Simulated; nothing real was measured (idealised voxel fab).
You're looking at the process module voxel fin reveal.
Cross-section cut: width 290 nm, square cells of 5 nm.
The cross-sections in this document take the form of a grid made of square cells. They are written out as bands, in order from top to bottom. Each band consists of one or more rows of cells. Basically the band line says how high the top is and how high the bottom is, in nm, and then what's in it from left to right, every material with its width in nm. Empty space shows up as "blank", and if a single material carries "all across" it runs the full band edge to edge. Height is counted from the level 0, under which the received wafer is composed throughout of one material. The lowest of the bands is not closed at the bottom but continues downward, in the notation "0 nm and below". So if you see something like "30 to 40" for the width, read it as the top row of the band sitting at the first number and the bottom row at the second, with every row in between moving by the same amount as the last. "stayed the same" -> step changed no cross-section cell. Voids not open to the top, 8 cells minimum: see "Voids, sealed". Written width x height at distance; distance is from the left edge; nm. Past the settings on a step's line: simulator remark, on that step. The line of a step may include "overlay nm". On a step with a mask, this value is how far to the right of its planned place the mask lay. A negative value means the mask lay to the left.

### This section lists the process steps that were planned
- 1: RECEIVE: material Si
- 2: CONFORMAL_DEP: material SiN, thk nm 10
- 3: PATTERN: tone cover, mask id FINS, material resist, width nm 15, pitch nm 40, thk nm 15, overlay nm 0
- 4: DIRECTIONAL_ETCH: etch materials SiN, depth nm 10
- 5: DIRECTIONAL_ETCH: etch materials Si, depth nm 35
- 6: STRIP: etch materials resist
- 7: OXIDIZE: depth nm 5
- 8: FILL_DEP: material SiO2, thk nm 5
- 9: CMP: height nm 10
- 10: SELECTIVE_ETCH: etch materials SiO2, depth nm 25
- 11: STRIP: etch materials SiN
- 12: CONFORMAL_DEP: material HfO2, thk nm 5

### Cross-section: wafer on arrival = after step 1
    0 nm and below | Si all across
    Voids, sealed: none

### Here's the cross-section of the first of our two wafers at the end of the module - it ran as planned
    5 nm to 0 nm | blank (115)  HfO2 (15)  blank (25)  HfO2 (15)  blank (120)
    0 nm to -10 nm | blank (115)  HfO2 (5)  Si (5)  HfO2 (5)  blank (25)  HfO2 (5)  Si (5)  HfO2 (5)  blank (120)
    -10 nm to -15 nm | HfO2 (120)  Si (5)  HfO2 (35)  Si (5)  HfO2 (125)
    -15 nm to -40 nm | SiO2 (120)  Si (5)  SiO2 (35)  Si (5)  SiO2 (125)
    -40 nm and below | Si all across
    Voids, sealed: none

### second wafer at the end: like start, like plan, one mistake
    0 nm to -15 nm | blank (120)  Si (5)  blank (35)  Si (5)  blank (125)
    -15 nm to -40 nm | SiO2 (120)  Si (5)  SiO2 (35)  Si (5)  SiO2 (125)
    -40 nm and below | Si all across
    Voids, sealed: none
The plan and the run diverged here: with respect to the plan, step 12 was omitted and not executed
Wrapping up, a cell-based count of both wafers puts the second over or under the first for these materials: HfO2 -70
